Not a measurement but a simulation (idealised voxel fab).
The process module that follows is named voxel released beams.
The cross-section on display is named cut; it measures 220 nm wide, and its cells are 5 nm squares.
Notation: cross-section as square-cell grid; stated in bands, top first, going down; one or more cell rows per band.
Each band's line starts with the height of the band's top and of its bottom, in nm. Then come its materials from left to right, each with its width in nm. One material with "edge to edge" fills the band from edge to edge. "blank" is empty space.
For the purposes of this specification, 0 denotes the height below which the wafer in its as-received condition is composed wholly of one material, and the lowermost band, lacking a lower limit, extends downward without end, as expressed in "0..down".
Graded width ("30 to 40"): value in top row of band = first number; value in bottom row = second number; row-to-row change constant.
The designation "no modification", where it is given for a processing step, indicates that no cell of the cross-section was altered in the course of that step.
If an empty space has no open way to the top and is at least 8 cells in size, "Fully closed voids" lists it, written width x height at distance, where distance is measured from the left edge and every value is in nm.
That trailing text on a step's line, after the settings, is the simulator's own remark on the step.
overlay nm: where the mask lay relative to plan, measured to the right, on steps with a mask; negatives go left.
THESE ARE THE STEPS WE PLANNED FOR THE PROCESS
1,RECEIVE [material Si]
2,CONFORMAL_DEP [material SiN] [thk nm 5]
3,DIRECTIONAL_DEP [material SiO2] [thk nm 10]
4,MASKED_ETCH [tone open] [mask id ANCHOR] [width nm 35] [etch materials SiO2] [depth nm 10] [overlay nm 0]
5,CONFORMAL_DEP [material W] [thk nm 10]
6,MASKED_ETCH [tone cover] [mask id BEAM] [width nm 120] [etch materials W] [depth nm 10] [overlay nm 0]
7,STRIP [etch materials SiO2]
SHOWN IN CROSS-SECTION IS THE WAFER AS RECEIVED, THAT IS, AS IT STANDS AFTER STEP 1
    0..down: Si edge to edge
    Fully closed voids: none
CROSS-SECTIONAL VIEW OF THE FIRST OF THE TWO WAFERS UPON COMPLETION OF THE MODULE, PROCESSED IN ACCORDANCE WITH THE PLAN
    25..15: 45 nm blank, 15 nm W, 15 nm blank, 90 nm W, 55 nm blank
    15..5: 50 nm blank, 35 nm W, 135 nm blank
    5..0: SiN edge to edge
    0..down: Si edge to edge
    Fully closed voids: none
WAFER TWO, SECTIONED AFTER THE MODULE: THE FIRST WAFER'S START, THE FIRST WAFER'S PLAN, AND ONE MISTAKE IN HOW IT WAS RUN
    15..5: 50 nm blank, 10 nm W, 15 nm blank, 10 nm W, 135 nm blank
    5..0: SiN edge to edge
    0..down: Si edge to edge
    Fully closed voids: none
What was done differently from what was planned? planned and actual differ for step 6; actual: MASKED_ETCH [tone open] [mask id BEAM] [width nm 120] [etch materials W] [depth nm 10] [overlay nm 0]
Heads up, by the end the second wafer has more or fewer cells of some materials compared to the first: -48 W
